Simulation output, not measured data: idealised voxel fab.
Process module name: voxel self aligned vias
Pictured: cross-section cut, 225 nm wide, on a grid of 5 nm square cells.
When this document writes out a cross-section, it uses a grid of square cells and lists it as bands, beginning at the top and moving down, with a band standing for one or more rows of cells. Within each band entry, the heights of the top and of the bottom of the band appear first, in that order and in nm; the materials of the band then follow from left to right, each with its corresponding width in nm. The designation "throughout" on a single material indicates that it fills the band from edge to edge; the designation "air" indicates empty space. Beneath 0, the wafer as received is one material, and that level is where height counting begins. The lowest band goes on downward without a bottom; it is written like "z 0 and below". A two-number width, for instance "30 to 40", indicates that the width is equal to the first number in the top row of the band and to the second number in the bottom row, and that it changes by a constant amount per row of cells. Reading "changes: none" for a step: not a cell of the cross-section changed in it. Reported under the label "Unvented internal voids" are the empty spaces having no open way to the top and comprising 8 cells or more; the notation for each is width x height at distance, in which the distance is measured from the left edge and all three values are in nm. It should be noted that, on the line of a given step, the content following the step's settings is a remark produced by the simulator itself with respect to that step. The line of a step may include "overlay nm". On a step with a mask, this value is how far to the right of its planned place the mask lay. A negative value means the mask lay to the left.

SO HERE'S THE LINEUP OF PROCESS STEPS WE PLANNED
| 1 | RECEIVE (material Si) |
| 2 | CONFORMAL_DEP (material SiO2; thk nm 15) |
| 3 | CONFORMAL_DEP (material SiCN; thk nm 5) |
| 4 | DIRECTIONAL_DEP (material SiO2; thk nm 20) |
| 5 | DIRECTIONAL_DEP (material aC; thk nm 10) |
| 6 | PATTERN (tone open; mask id LINES; material resist; width nm 20; pitch nm 45; thk nm 30; overlay nm 0) |
| 7 | DIRECTIONAL_ETCH (etch materials aC; depth nm 10) |
| 8 | STRIP (etch materials resist) |
| 9 | DIRECTIONAL_ETCH (etch materials SiO2; depth nm 20) |
| 10 | STRIP (etch materials aC) |
| 11 | CONFORMAL_DEP (material TiN; thk nm 5) |
| 12 | FILL_DEP (material Ru; thk nm 5) |
| 13 | CMP (height nm 40) |
| 14 | SELECTIVE_ETCH (etch materials W Ru TiN; depth nm 10) |
| 15 | FILL_DEP (material SiN; thk nm 10) |
| 16 | CMP (height nm 40) |
| 17 | DIRECTIONAL_DEP (material SiO2; thk nm 20) |
| 18 | MASKED_ETCH (tone open; mask id VIAS; width nm 30; pitch nm 90; etch materials SiO2; depth nm 20; overlay nm 0) |
| 19 | MASKED_ETCH (tone open; mask id VIAS; width nm 30; pitch nm 90; etch materials SiN; depth nm 10; overlay nm 0) |
| 20 | CONFORMAL_DEP (material TiN; thk nm 5) |
| 21 | FILL_DEP (material W; thk nm 10) |
| 22 | CMP (height nm 60) |
| 23 | CONFORMAL_DEP (material SiCN; thk nm 5) |

THE FIRST OF THE TWO WAFERS, WHICH RAN AS PLANNED

RECEIVED-STATE CROSS-SECTION, REFLECTING COMPLETION OF STEP 1
    z 0 and below  Si throughout
    Unvented internal voids: none

CROSS-SECTION OF THE WAFER AFTER STEP 2
    z 15 to 0  SiO2 throughout
    Below 0 it's all the same as before, nothing changed down there.

CROSS-SECTION OF THE WAFER AFTER STEP 3
    z 20 to 15  SiCN throughout
    Below 15 it's all the same as before, nothing changed down there.

CROSS-SECTION OF THE WAFER AFTER STEP 4
    z 40 to 20  SiO2 throughout
    Below 20 it's all the same as before, nothing changed down there.

CROSS-SECTION OF THE WAFER AFTER STEP 5
    z 50 to 40  aC throughout
    Below 40 it's all the same as before, nothing changed down there.

CROSS-SECTION OF THE WAFER AFTER STEP 6
    z 80 to 50  55 resist, then 20 air, then 25 resist, then 20 air, then 25 resist, then 20 air, then 60 resist
    Below 50 it's all the same as before, nothing changed down there.

CROSS-SECTION OF THE WAFER AFTER STEP 7
    z 70 to 50  55 resist, then 20 air, then 25 resist, then 20 air, then 25 resist, then 20 air, then 60 resist
    z 50 to 40  55 aC, then 20 air, then 25 aC, then 20 air, then 25 aC, then 20 air, then 60 aC
    Below 40 it's all the same as before, nothing changed down there.

CROSS-SECTION OF THE WAFER AFTER STEP 8
    z 50 to 40  55 aC, then 20 air, then 25 aC, then 20 air, then 25 aC, then 20 air, then 60 aC
    Below 40 it's all the same as before, nothing changed down there.

CROSS-SECTION OF THE WAFER AFTER STEP 9
    z 50 to 40  55 aC, then 20 air, then 25 aC, then 20 air, then 25 aC, then 20 air, then 60 aC
    z 40 to 20  55 SiO2, then 20 air, then 25 SiO2, then 20 air, then 25 SiO2, then 20 air, then 60 SiO2
    Below 20 it's all the same as before, nothing changed down there.

CROSS-SECTION OF THE WAFER AFTER STEP 10
    z 40 to 20  55 SiO2, then 20 air, then 25 SiO2, then 20 air, then 25 SiO2, then 20 air, then 60 SiO2
    Below 20 it's all the same as before, nothing changed down there.

CROSS-SECTION OF THE WAFER AFTER STEP 11
    z 45 to 40  60 TiN, then 10 air, then 35 TiN, then 10 air, then 35 TiN, then 10 air, then 65 TiN
    z 40 to 25  55 SiO2, then 5 TiN, then 10 air, then 5 TiN, then 25 SiO2, then 5 TiN, then 10 air, then 5 TiN, then 25 SiO2, then 5 TiN, then 10 air, then 5 TiN, then 60 SiO2
    z 25 to 20  55 SiO2, then 20 TiN, then 25 SiO2, then 20 TiN, then 25 SiO2, then 20 TiN, then 60 SiO2
    Below 20 it's all the same as before, nothing changed down there.

CROSS-SECTION OF THE WAFER AFTER STEP 12
    z 50 to 45  Ru throughout
    z 45 to 40  60 TiN, then 10 Ru, then 35 TiN, then 10 Ru, then 35 TiN, then 10 Ru, then 65 TiN
    z 40 to 25  55 SiO2, then 5 TiN, then 10 Ru, then 5 TiN, then 25 SiO2, then 5 TiN, then 10 Ru, then 5 TiN, then 25 SiO2, then 5 TiN, then 10 Ru, then 5 TiN, then 60 SiO2
    Below 25 it's all the same as before, nothing changed down there.

CROSS-SECTION OF THE WAFER AFTER STEP 13
    z 40 to 25  55 SiO2, then 5 TiN, then 10 Ru, then 5 TiN, then 25 SiO2, then 5 TiN, then 10 Ru, then 5 TiN, then 25 SiO2, then 5 TiN, then 10 Ru, then 5 TiN, then 60 SiO2
    Below 25 it's all the same as before, nothing changed down there.

CROSS-SECTION OF THE WAFER AFTER STEP 14
    z 40 to 30  55 SiO2, then 20 air, then 25 SiO2, then 20 air, then 25 SiO2, then 20 air, then 60 SiO2
    Below 30 it's all the same as before, nothing changed down there.

CROSS-SECTION OF THE WAFER AFTER STEP 15
    z 50 to 40  SiN throughout
    z 40 to 30  55 SiO2, then 20 SiN, then 25 SiO2, then 20 SiN, then 25 SiO2, then 20 SiN, then 60 SiO2
    Below 30 it's all the same as before, nothing changed down there.

CROSS-SECTION OF THE WAFER AFTER STEP 16
    z 40 to 30  55 SiO2, then 20 SiN, then 25 SiO2, then 20 SiN, then 25 SiO2, then 20 SiN, then 60 SiO2
    Below 30 it's all the same as before, nothing changed down there.

CROSS-SECTION OF THE WAFER AFTER STEP 17
    z 60 to 40  SiO2 throughout
    Below 40 it's all the same as before, nothing changed down there.

CROSS-SECTION OF THE WAFER AFTER STEP 18
    z 60 to 40  50 SiO2, then 30 air, then 60 SiO2, then 30 air, then 55 SiO2
    Below 40 it's all the same as before, nothing changed down there.

CROSS-SECTION OF THE WAFER AFTER STEP 19
    z 60 to 40  50 SiO2, then 30 air, then 60 SiO2, then 30 air, then 55 SiO2
    z 40 to 30  55 SiO2, then 20 air, then 25 SiO2, then 20 SiN, then 25 SiO2, then 20 air, then 60 SiO2
    Below 30 it's all the same as before, nothing changed down there.

CROSS-SECTION OF THE WAFER AFTER STEP 20
    z 65 to 60  55 TiN, then 20 air, then 70 TiN, then 20 air, then 60 TiN
    z 60 to 45  50 SiO2, then 5 TiN, then 20 air, then 5 TiN, then 60 SiO2, then 5 TiN, then 20 air, then 5 TiN, then 55 SiO2
    z 45 to 40  50 SiO2, then 10 TiN, then 10 air, then 10 TiN, then 60 SiO2, then 10 TiN, then 10 air, then 10 TiN, then 55 SiO2
    z 40 to 35  55 SiO2, then 5 TiN, then 10 air, then 5 TiN, then 25 SiO2, then 20 SiN, then 25 SiO2, then 5 TiN, then 10 air, then 5 TiN, then 60 SiO2
    z 35 to 30  55 SiO2, then 20 TiN, then 25 SiO2, then 20 SiN, then 25 SiO2, then 20 TiN, then 60 SiO2
    Below 30 it's all the same as before, nothing changed down there.

CROSS-SECTION OF THE WAFER AFTER STEP 21
    z 75 to 65  W throughout
    z 65 to 60  55 TiN, then 20 W, then 70 TiN, then 20 W, then 60 TiN
    z 60 to 45  50 SiO2, then 5 TiN, then 20 W, then 5 TiN, then 60 SiO2, then 5 TiN, then 20 W, then 5 TiN, then 55 SiO2
    z 45 to 40  50 SiO2, then 10 TiN, then 10 W, then 10 TiN, then 60 SiO2, then 10 TiN, then 10 W, then 10 TiN, then 55 SiO2
    z 40 to 35  55 SiO2, then 5 TiN, then 10 W, then 5 TiN, then 25 SiO2, then 20 SiN, then 25 SiO2, then 5 TiN, then 10 W, then 5 TiN, then 60 SiO2
    Below 35 it's all the same as before, nothing changed down there.

CROSS-SECTION OF THE WAFER AFTER STEP 22
    z 60 to 45  50 SiO2, then 5 TiN, then 20 W, then 5 TiN, then 60 SiO2, then 5 TiN, then 20 W, then 5 TiN, then 55 SiO2
    Below 45 it's all the same as before, nothing changed down there.

CROSS-SECTION OF THE WAFER AFTER STEP 23
    z 65 to 60  SiCN throughout
    Below 60 it's all the same as before, nothing changed down there.

WAFER TWO. IDENTICAL START, IDENTICAL PLAN. ONE MISTAKE IN EXECUTION. IDENTICAL HISTORY THROUGH STEP 5

SECOND WAFER, SECTIONED VIEW, AT STEP 6'S PLANNED END TIME
    z 80 to 50  55 air, then 20 resist, then 25 air, then 20 resist, then 25 air, then 20 resist, then 60 air
    Below 50 it's all the same as before, nothing changed down there.

SECOND WAFER, SECTIONED VIEW, AT STEP 7'S PLANNED END TIME
    z 70 to 50  55 air, then 20 resist, then 25 air, then 20 resist, then 25 air, then 20 resist, then 60 air
    z 50 to 40  55 air, then 20 aC, then 25 air, then 20 aC, then 25 air, then 20 aC, then 60 air
    Below 40 it's all the same as before, nothing changed down there.

SECOND WAFER, SECTIONED VIEW, AT STEP 8'S PLANNED END TIME
    z 50 to 40  55 air, then 20 aC, then 25 air, then 20 aC, then 25 air, then 20 aC, then 60 air
    Below 40 it's all the same as before, nothing changed down there.

SECOND WAFER, SECTIONED VIEW, AT STEP 9'S PLANNED END TIME
    z 50 to 40  55 air, then 20 aC, then 25 air, then 20 aC, then 25 air, then 20 aC, then 60 air
    z 40 to 20  55 air, then 20 SiO2, then 25 air, then 20 SiO2, then 25 air, then 20 SiO2, then 60 air
    Below 20 it's all the same as before, nothing changed down there.

SECOND WAFER, SECTIONED VIEW, AT STEP 10'S PLANNED END TIME
    z 40 to 20  55 air, then 20 SiO2, then 25 air, then 20 SiO2, then 25 air, then 20 SiO2, then 60 air
    Below 20 it's all the same as before, nothing changed down there.

SECOND WAFER, SECTIONED VIEW, AT STEP 11'S PLANNED END TIME
    z 45 to 40  50 air, then 30 TiN, then 15 air, then 30 TiN, then 15 air, then 30 TiN, then 55 air
    z 40 to 25  50 air, then 5 TiN, then 20 SiO2, then 5 TiN, then 15 air, then 5 TiN, then 20 SiO2, then 5 TiN, then 15 air, then 5 TiN, then 20 SiO2, then 5 TiN, then 55 air
    z 25 to 20  55 TiN, then 20 SiO2, then 25 TiN, then 20 SiO2, then 25 TiN, then 20 SiO2, then 60 TiN
    Below 20 it's all the same as before, nothing changed down there.

SECOND WAFER, SECTIONED VIEW, AT STEP 12'S PLANNED END TIME
    z 50 to 45  Ru throughout
    z 45 to 40  50 Ru, then 30 TiN, then 15 Ru, then 30 TiN, then 15 Ru, then 30 TiN, then 55 Ru
    z 40 to 25  50 Ru, then 5 TiN, then 20 SiO2, then 5 TiN, then 15 Ru, then 5 TiN, then 20 SiO2, then 5 TiN, then 15 Ru, then 5 TiN, then 20 SiO2, then 5 TiN, then 55 Ru
    Below 25 it's all the same as before, nothing changed down there.

SECOND WAFER, SECTIONED VIEW, AT STEP 13'S PLANNED END TIME
    z 40 to 25  50 Ru, then 5 TiN, then 20 SiO2, then 5 TiN, then 15 Ru, then 5 TiN, then 20 SiO2, then 5 TiN, then 15 Ru, then 5 TiN, then 20 SiO2, then 5 TiN, then 55 Ru
    Below 25 it's all the same as before, nothing changed down there.

SECOND WAFER, SECTIONED VIEW, AT STEP 14'S PLANNED END TIME
    z 40 to 30  55 air, then 20 SiO2, then 25 air, then 20 SiO2, then 25 air, then 20 SiO2, then 60 air
    Below 30 it's all the same as before, nothing changed down there.

SECOND WAFER, SECTIONED VIEW, AT STEP 15'S PLANNED END TIME
    z 50 to 40  SiN throughout
    z 40 to 30  55 SiN, then 20 SiO2, then 25 SiN, then 20 SiO2, then 25 SiN, then 20 SiO2, then 60 SiN
    Below 30 it's all the same as before, nothing changed down there.

SECOND WAFER, SECTIONED VIEW, AT STEP 16'S PLANNED END TIME
    z 40 to 30  55 SiN, then 20 SiO2, then 25 SiN, then 20 SiO2, then 25 SiN, then 20 SiO2, then 60 SiN
    Below 30 it's all the same as before, nothing changed down there.

SECOND WAFER, SECTIONED VIEW, AT STEP 17'S PLANNED END TIME
    z 60 to 40  SiO2 throughout
    Below 40 it's all the same as before, nothing changed down there.

SECOND WAFER, SECTIONED VIEW, AT STEP 18'S PLANNED END TIME
    z 60 to 40  50 SiO2, then 30 air, then 60 SiO2, then 30 air, then 55 SiO2
    Below 40 it's all the same as before, nothing changed down there.

SECOND WAFER, SECTIONED VIEW, AT STEP 19'S PLANNED END TIME
    z 60 to 40  50 SiO2, then 30 air, then 60 SiO2, then 30 air, then 55 SiO2
    z 40 to 30  50 SiN, then 5 air, then 20 SiO2, then 5 air, then 20 SiN, then 20 SiO2, then 20 SiN, then 5 air, then 20 SiO2, then 5 air, then 55 SiN
    Below 30 it's all the same as before, nothing changed down there.

SECOND WAFER, SECTIONED VIEW, AT STEP 20'S PLANNED END TIME
    z 65 to 60  55 TiN, then 20 air, then 70 TiN, then 20 air, then 60 TiN
    z 60 to 45  50 SiO2, then 5 TiN, then 20 air, then 5 TiN, then 60 SiO2, then 5 TiN, then 20 air, then 5 TiN, then 55 SiO2
    z 45 to 40  50 SiO2, then 30 TiN, then 60 SiO2, then 30 TiN, then 55 SiO2
    z 40 to 30  50 SiN, then 5 TiN, then 20 SiO2, then 5 TiN, then 20 SiN, then 20 SiO2, then 20 SiN, then 5 TiN, then 20 SiO2, then 5 TiN, then 55 SiN
    Below 30 it's all the same as before, nothing changed down there.

SECOND WAFER, SECTIONED VIEW, AT STEP 21'S PLANNED END TIME
    z 75 to 65  W throughout
    z 65 to 60  55 TiN, then 20 W, then 70 TiN, then 20 W, then 60 TiN
    z 60 to 45  50 SiO2, then 5 TiN, then 20 W, then 5 TiN, then 60 SiO2, then 5 TiN, then 20 W, then 5 TiN, then 55 SiO2
    Below 45 it's all the same as before, nothing changed down there.

SECOND WAFER, SECTIONED VIEW, AT STEP 22'S PLANNED END TIME
    z 60 to 45  50 SiO2, then 5 TiN, then 20 W, then 5 TiN, then 60 SiO2, then 5 TiN, then 20 W, then 5 TiN, then 55 SiO2
    Below 45 it's all the same as before, nothing changed down there.

SECOND WAFER, SECTIONED VIEW, AT STEP 23'S PLANNED END TIME
    z 65 to 60  SiCN throughout
    Below 60 it's all the same as before, nothing changed down there.
Run error: step 6 was processed under conditions differing from the plan, specifically as PATTERN (tone cover; mask id LINES; material resist; width nm 20; pitch nm 45; thk nm 30; overlay nm 0)
At the finish, the second wafer shows more or fewer cells for some materials than the first does: Ru: 21 more; SiN: 50 more; SiO2: 84 fewer; TiN: 21 more; W: 8 fewer
